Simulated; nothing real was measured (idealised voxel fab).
The following is a process module called voxel self aligned vias.
Section cut is 200 nm wide and gridded with 5 nm square cells.
This document writes a cross-section as a grid whose cells are square, and gives it as bands, listed from the top down; one or more rows of cells form a band. Read a band's entry like this: the first values are the height of its top and the height of its bottom in nm, and what follows is the sequence of materials from left to right, each with its width in nm. Note that "blank" is empty space, and that a single material marked "edge to edge" reaches across the band from edge to edge. Basically, 0 is our baseline, since under it the wafer straight out of the box is all one material. The bottom band has no lower end and keeps on going down, so it looks like "0 and below". The expression "30 to 40" gives the width at the extremes of the band, the first number at its top row of cells and the second at its bottom row, with the width changing by equal amounts from each row to the next in between. "nothing altered" for a step: no cell of the cross-section changed in that step. What "Sealed void listing" gives you is every empty space of 8 cells or more that is cut off from the top. Each appears as width x height at distance, with the distance taken from the left edge and width, height and distance all in nm. after a step's settings: what the simulator itself notes on the step. "overlay nm" answers the question of how far to the right of plan the mask lay on a step that has a mask, and when it is negative the answer is to the left.

Process steps foreseen in the plan:
1. RECEIVE with material Si
2. CONFORMAL_DEP with material SiO2, thk nm 10
3. CONFORMAL_DEP with material SiCN, thk nm 5
4. DIRECTIONAL_DEP with material lowk, thk nm 30
5. DIRECTIONAL_DEP with material aC, thk nm 15
6. PATTERN with tone open, mask id LINES, material resist, width nm 20, pitch nm 60, thk nm 35, overlay nm 0
7. DIRECTIONAL_ETCH with etch materials aC, depth nm 15
8. STRIP with etch materials resist
9. DIRECTIONAL_ETCH with etch materials lowk, depth nm 30
10. STRIP with etch materials aC
11. CONFORMAL_DEP with material TiN, thk nm 5
12. FILL_DEP with material W, thk nm 5
13. CMP with height nm 45
14. SELECTIVE_ETCH with etch materials W Ru TiN, depth nm 10
15. FILL_DEP with material SiN, thk nm 10
16. CMP with height nm 45
17. DIRECTIONAL_DEP with material lowk, thk nm 20
18. DIRECTIONAL_DEP with material aC, thk nm 10
19. PATTERN with tone open, mask id VIAS, material resist, width nm 30, thk nm 25, overlay nm 0
20. DIRECTIONAL_ETCH with etch materials aC, depth nm 10
21. STRIP with etch materials resist
22. DIRECTIONAL_ETCH with etch materials lowk, depth nm 20
23. DIRECTIONAL_ETCH with etch materials SiN, depth nm 10
24. STRIP with etch materials aC
25. CONFORMAL_DEP with material TiN, thk nm 5
26. FILL_DEP with material Ru, thk nm 5
27. CMP with height nm 65
28. CONFORMAL_DEP with material SiN, thk nm 5

Here's what the wafer looked like in cross-section when it arrived - that's after step 1:
- 0 and below  Si edge to edge
- Sealed void listing: none

Cross-sectional result after module completion. Note: starting condition and plan are unchanged from above; one processing mistake was made:
- 70 down to 65  SiN edge to edge
- 65 down to 45  lowk (55), TiN (5), Ru (20), TiN (5), lowk (115)
- 45 down to 40  lowk (55), TiN (5), Ru (20), TiN (5), lowk (35), SiN (20), lowk (60)
- 40 down to 35  lowk (55), TiN (30), lowk (35), SiN (20), lowk (60)
- 35 down to 25  lowk (55), TiN (10), W (10), TiN (10), lowk (35), TiN (5), W (10), TiN (5), lowk (60)
- 25 down to 20  lowk (60), TiN (5), W (10), TiN (5), lowk (40), TiN (5), W (10), TiN (5), lowk (60)
- 20 down to 15  lowk (60), TiN (20), lowk (40), TiN (20), lowk (60)
- 15 down to 10  SiCN edge to edge
- 10 down to 0  SiO2 edge to edge
- 0 and below  Si edge to edge
- Sealed void listing: none
What went wrong in running the wafer? the plan's step 22 ran twice
